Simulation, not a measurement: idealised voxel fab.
Module name: voxel capacitor over wiring (process module)
The width of the displayed cross-section, cut, is 245 nm; its cells are square, with a size of 5 nm.
Think of the cross-section as a grid of square cells. We describe it in bands, top to bottom, and each band covers one or more rows of those cells. Band entry format. Leading values: height of top, height of bottom, nm. Remainder: materials in left-to-right order, each with its width in nm. Special words: "throughout" on a single material, which then fills the band edge to edge; "empty", empty space. Note: height 0 marks the level under which the wafer is uniformly one material as received. Lowest band unbounded below, written "z 0 and below". The two numbers in a width such as "30->40" mark its ends across the band: the first belongs to the top row of cells, the second to the bottom row, and from each row to the next the width moves by the same amount. Reading "nothing got changed" for a step: not a cell of the cross-section changed in it. Enclosed voids (no open way to top), threshold 8 cells or more, entry "Closed void listing", notation width x height at distance, distance from left edge, nm. Where a step's line continues beyond its settings, the continuation is a remark by the simulator itself on that step. overlay nm: mask right of planned place by this much (step with mask). Neg. = left.
# Listed below are the process steps as planned
1: RECEIVE [material Si]
2: CONFORMAL_DEP [material SiO2] [thk nm 15]
3: CONFORMAL_DEP [material SiN] [thk nm 5]
4: DIRECTIONAL_DEP [material SiO2] [thk nm 15]
5: MASKED_ETCH [tone open] [mask id METAL_1] [width nm 30] [pitch nm 100] [etch materials SiO2] [depth nm 15] [overlay nm -15]
6: MASKED_ETCH [tone open] [mask id METAL_1] [width nm 30] [pitch nm 100] [etch materials SiN] [depth nm 5] [overlay nm 0]
7: CONFORMAL_DEP [material TiN] [thk nm 5]
8: FILL_DEP [material W] [thk nm 10]
9: CMP [height nm 35]
10: EPI [material Ru] [thk nm 5]
11: FILL_DEP [material SiCN] [thk nm 5]
12: DIRECTIONAL_DEP [material SiO2] [thk nm 20]
13: DIRECTIONAL_DEP [material aC] [thk nm 15]
14: PATTERN [tone open] [mask id PLUG_1] [material resist] [width nm 15] [thk nm 35] [overlay nm 0]
15: DIRECTIONAL_ETCH [etch materials aC] [depth nm 15]
16: STRIP [etch materials resist]
17: DIRECTIONAL_ETCH [etch materials SiO2] [depth nm 20]
18: DIRECTIONAL_ETCH [etch materials SiCN] [depth nm 5]
19: STRIP [etch materials aC]
20: CONFORMAL_DEP [material TiN] [thk nm 5]
21: FILL_DEP [material Ru] [thk nm 5]
22: CMP [height nm 65]
23: DIRECTIONAL_DEP [material TiN] [thk nm 5]
24: DIRECTIONAL_DEP [material SiN] [thk nm 5]
25: DIRECTIONAL_DEP [material TiN] [thk nm 5]
26: DIRECTIONAL_DEP [material aC] [thk nm 15]
27: PATTERN [tone cover] [mask id UPPER_PLATE] [material resist] [width nm 75] [thk nm 30] [overlay nm 0]
28: DIRECTIONAL_ETCH [etch materials aC] [depth nm 15]
29: STRIP [etch materials resist]
30: DIRECTIONAL_ETCH [etch materials TiN] [depth nm 5]
31: DIRECTIONAL_ETCH [etch materials SiN] [depth nm 5]
32: STRIP [etch materials aC]
33: DIRECTIONAL_DEP [material aC] [thk nm 15]
34: PATTERN [tone cover] [mask id LOWER_PLATE] [material resist] [width nm 85] [thk nm 30] [overlay nm 0]
35: DIRECTIONAL_ETCH [etch materials aC] [depth nm 15]
36: STRIP [etch materials resist]
37: DIRECTIONAL_ETCH [etch materials TiN] [depth nm 5]
38: STRIP [etch materials aC]
39: FILL_DEP [material SiO2] [thk nm 20]
40: CMP [height nm 95]
41: PATTERN [tone open] [mask id PLUG_2] [material resist] [width nm 15] [thk nm 20] [overlay nm 0]
42: DIRECTIONAL_ETCH [etch materials SiO2] [depth nm 15]
43: STRIP [etch materials resist]
44: CONFORMAL_DEP [material TiN] [thk nm 5]
45: FILL_DEP [material Ru] [thk nm 10]
46: CMP [height nm 95]
47: CONFORMAL_DEP [material SiN] [thk nm 5]
Same starting wafers, different overlay nm at step 5. Plan value belongs to the first wafer.
# Cross-section of the first of several received wafers, showing its state after step 1
  z 0 and below = Si throughout
  Closed void listing: none
# Heads up, this table goes wafer by wafer. A row tells you, at the end of the module, how many cells of each material that wafer has put on (+) or dropped (-) since it was received, and then its closed voids
overlay nm -15 | +22 Ru | +79 SiCN | +107 SiN | +680 SiO2 | +74 TiN | +18 W | Closed void listing: none
overlay nm -10 | +22 Ru | +79 SiCN | +105 SiN | +680 SiO2 | +74 TiN | +20 W | Closed void listing: none
overlay nm -5 | +22 Ru | +79 SiCN | +103 SiN | +680 SiO2 | +74 TiN | +22 W | Closed void listing: none
overlay nm 0 | +22 Ru | +79 SiCN | +101 SiN | +680 SiO2 | +74 TiN | +24 W | Closed void listing: none
overlay nm 5 | +22 Ru | +79 SiCN | +103 SiN | +680 SiO2 | +74 TiN | +22 W | Closed void listing: none
overlay nm 10 | +22 Ru | +79 SiCN | +105 SiN | +680 SiO2 | +74 TiN | +20 W | Closed void listing: none
overlay nm 15 | +22 Ru | +79 SiCN | +107 SiN | +680 SiO2 | +74 TiN | +18 W | Closed void listing: none
